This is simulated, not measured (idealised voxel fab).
Herein follows the process module entitled voxel spacer lines.
Cross-section cut spans 200 nm and uses square cells 5 nm in size.
Cross-section spec: square-cell grid; bands listed top down; each band is one or more rows.
What a band's entry tells you: where the top is and where the bottom is, as heights in nm, and after that what lies inside, material by material from left to right, each with its width in nm. Empty space is written as the word "blank", and a single material marked with the word "edge to edge" occupies the band from edge to edge.
For the purposes of this specification, 0 denotes the height below which the wafer in its as-received condition is composed wholly of one material, and the lowermost band, lacking a lower limit, extends downward without end, as expressed in "0 and below".
The width entry "30 to 40" should be interpreted row by row: the top row of cells in the band takes the first number, the bottom row takes the second number, and the change between adjacent rows is uniform throughout.
A step reported as "left unchanged" is a step in which no cell of the cross-section changed.
Each empty space that has no open way to the top and spans at least 8 cells appears under "Voids, fully enclosed" as width x height at distance, the distance counted from the left edge, all in nm.
Past the settings on a step's line: simulator remark, on that step.
overlay nm: for a step with a mask, the amount by which the mask lay right of where it was planned; a negative amount means left of it.

-- Planned process steps
step 1: RECEIVE: material Si
step 2: CONFORMAL_DEP: material Al2O3, thk nm 10
step 3: DIRECTIONAL_DEP: material TiN, thk nm 20
step 4: DIRECTIONAL_DEP: material polySi, thk nm 30
step 5: PATTERN: tone cover, mask id MANDREL, material resist, width nm 20, pitch nm 60, thk nm 35, overlay nm 0
step 6: DIRECTIONAL_ETCH: etch materials polySi, depth nm 30
step 7: STRIP: etch materials resist
step 8: CONFORMAL_DEP: material SiO2, thk nm 10
step 9: DIRECTIONAL_ETCH: etch materials SiO2, depth nm 5
step 10: STRIP: etch materials polySi
step 11: DIRECTIONAL_ETCH: etch materials TiN, depth nm 20
step 12: STRIP: etch materials SiO2
step 13: FILL_DEP: material lowk, thk nm 5
step 14: CMP: height nm 30
Quick note for whoever runs this: the wafers start identical, but the depth nm at step 9 isn't the same across them. The plan just shows what the first wafer had.

-- First of several wafers (as received, post step 1), cross-sectional view
  0 and below | Si edge to edge
  Voids, fully enclosed: none

-- The first of several wafers, seen in cross-section after the module's last step, step 14
  30 down to 10 | TiN edge to edge
  10 down to 0 | Al2O3 edge to edge
  0 and below | Si edge to edge
  Voids, fully enclosed: none

-- last wafer at the end
  30 down to 10 | 50 nm lowk, then 10 nm TiN, then 20 nm lowk, then 10 nm TiN, then 20 nm lowk, then 10 nm TiN, then 20 nm lowk, then 10 nm TiN, then 50 nm lowk
  10 down to 0 | Al2O3 edge to edge
  0 and below | Si edge to edge
  Voids, fully enclosed: none

-- Quick key for the table: a row per wafer, taken at the end of the module. For each material it tells you how many cells the wafer gained (+) or lost (-) since it came in, and the closed voids come after
depth nm 5 | +80 Al2O3 | +160 TiN | Voids, fully enclosed: none
depth nm 10 | +80 Al2O3 | +32 TiN | +128 lowk | Voids, fully enclosed: none
depth nm 15 | +80 Al2O3 | +32 TiN | +128 lowk | Voids, fully enclosed: none
depth nm 20 | +80 Al2O3 | +32 TiN | +128 lowk | Voids, fully enclosed: none
depth nm 25 | +80 Al2O3 | +32 TiN | +128 lowk | Voids, fully enclosed: none
